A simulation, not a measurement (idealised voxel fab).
A process module follows: voxel capacitor over wiring.
The width of the displayed cross-section, cut, is 195 nm; its cells are square, with a size of 5 nm.
Heads up, the way a cross-section reads in here is a grid of square cells, handed over as bands from the top down, with every band being one or more rows of cells. Band entry format. Leading values: height of top, height of bottom, nm. Remainder: materials in left-to-right order, each with its width in nm. Special words: "everywhere" on a single material, which then fills the band edge to edge; "empty", empty space. A quick word on heights: they are counted from 0, and under that level the wafer as it came to us is one material throughout. The lowest band is different from the rest in having no bottom; it simply continues downward, written as in "0 down". Width "30->40": first value at the band's top row of cells, second value at its bottom row, equal change from row to row. Basically "stayed the same" means that step didn't change any cell in the cross-section. Closed-off voids of 8+ cells (no open route to the top) go in "Enclosed void entries", written width x height at distance from the left edge, in nm. Step line, after settings: the simulator's comment on this step. Among the settings permitted on a step's line is "overlay nm"; applied to a step with a mask, it specifies the extent to which the mask lay to the right of its planned position, whereas a negative figure signifies a position to the left.
List of planned process steps:
1 RECEIVE | material Si
2 CONFORMAL_DEP | material SiO2 | thk nm 10
3 DIRECTIONAL_DEP | material TiN | thk nm 5
4 DIRECTIONAL_DEP | material W | thk nm 25
5 DIRECTIONAL_DEP | material aC | thk nm 15
6 PATTERN | tone cover | mask id METAL_1 | material resist | width nm 30 | pitch nm 85 | thk nm 30 | overlay nm 0
7 DIRECTIONAL_ETCH | etch materials aC | depth nm 15
8 STRIP | etch materials resist
9 DIRECTIONAL_ETCH | etch materials W | depth nm 25
10 DIRECTIONAL_ETCH | etch materials TiN | depth nm 5
11 STRIP | etch materials aC
12 FILL_DEP | material lowk | thk nm 10
13 CMP | height nm 40
14 CONFORMAL_DEP | material SiCN | thk nm 5
15 DIRECTIONAL_DEP | material lowk | thk nm 15
16 MASKED_ETCH | tone open | mask id PLUG_1 | width nm 15 | etch materials lowk | depth nm 15 | overlay nm 0
17 MASKED_ETCH | tone open | mask id PLUG_1 | width nm 15 | etch materials SiCN | depth nm 5 | overlay nm 0
18 EPI | material Ru | thk nm 10
19 EPI | material Ru | thk nm 10
20 DIRECTIONAL_DEP | material TiN | thk nm 10
21 DIRECTIONAL_DEP | material Al2O3 | thk nm 5
22 DIRECTIONAL_DEP | material TiN | thk nm 10
23 MASKED_ETCH | tone cover | mask id UPPER_PLATE | width nm 60 | etch materials TiN | depth nm 10 | overlay nm 0
24 MASKED_ETCH | tone cover | mask id UPPER_PLATE | width nm 60 | etch materials Al2O3 | depth nm 5 | overlay nm 0
25 DIRECTIONAL_DEP | material aC | thk nm 15
26 PATTERN | tone cover | mask id LOWER_PLATE | material resist | width nm 70 | thk nm 30 | overlay nm 0
27 DIRECTIONAL_ETCH | etch materials aC | depth nm 15
28 STRIP | etch materials resist
29 DIRECTIONAL_ETCH | etch materials TiN | depth nm 10
30 STRIP | etch materials aC
31 FILL_DEP | material SiO2 | thk nm 20
32 CMP | height nm 100
33 PATTERN | tone open | mask id PLUG_2 | material resist | width nm 15 | thk nm 15 | overlay nm 0
34 DIRECTIONAL_ETCH | etch materials SiO2 | depth nm 15
35 STRIP | etch materials resist
36 CONFORMAL_DEP | material TiN | thk nm 5
37 FILL_DEP | material W | thk nm 5
38 CMP | height nm 100
39 CONFORMAL_DEP | material SiCN | thk nm 5
This is the cross-section of the wafer as we received it, i.e. after step 1:
    0 down  Si everywhere
    Enclosed void entries: none
The first of the two wafers as seen in cross-section once the module was finished; processing followed the plan:
    105 to 100  SiCN everywhere
    100 to 90  SiO2: 65 | TiN: 5 | W: 5 | TiN: 5 | SiO2: 115
    90 to 85  SiO2: 65 | TiN: 15 | SiO2: 115
    85 to 75  SiO2: 55 | TiN: 60 | SiO2: 80
    75 to 70  SiO2: 55 | Al2O3: 60 | SiO2: 80
    70 to 60  SiO2: 50 | TiN: 70 | SiO2: 75
    60 to 45  lowk: 55 | Ru: 15 | lowk: 125
    45 to 40  SiCN: 55 | Ru: 15 | SiCN: 125
    40 to 15  lowk: 40 | W: 30 | lowk: 55 | W: 30 | lowk: 40
    15 to 10  lowk: 40 | TiN: 30 | lowk: 55 | TiN: 30 | lowk: 40
    10 to 0  SiO2 everywhere
    0 down  Si everywhere
    Enclosed void entries: none
Cross-section, wafer two of two, end of module: same start and plan as wafer one, one error in execution:
    105 to 100  SiCN everywhere
    100 to 90  SiO2: 65 | TiN: 5 | W: 5 | TiN: 5 | SiO2: 115
    90 to 85  SiO2: 65 | TiN: 15 | SiO2: 115
    85 to 75  SiO2: 65 | TiN: 55 | SiO2: 75
    75 to 70  SiO2: 55 | Al2O3: 70 | SiO2: 70
    70 to 60  SiO2: 50 | TiN: 75 | SiO2: 70
    60 to 45  lowk: 55 | Ru: 15 | lowk: 125
    45 to 40  SiCN: 55 | Ru: 15 | SiCN: 125
    40 to 15  lowk: 40 | W: 30 | lowk: 55 | W: 30 | lowk: 40
    15 to 10  lowk: 40 | TiN: 30 | lowk: 55 | TiN: 30 | lowk: 40
    10 to 0  SiO2 everywhere
    0 down  Si everywhere
    Enclosed void entries: none
Against the plan, the run slipped here: step 23 was run on a setting that differed from the plan, and what really ran there is MASKED_ETCH | tone cover | mask id UPPER_PLATE | width nm 60 | etch materials TiN | depth nm 10 | overlay nm 10
End of process, cell counts, second wafer against first, materials with more or fewer: Al2O3: 2 more | SiO2: 2 fewer
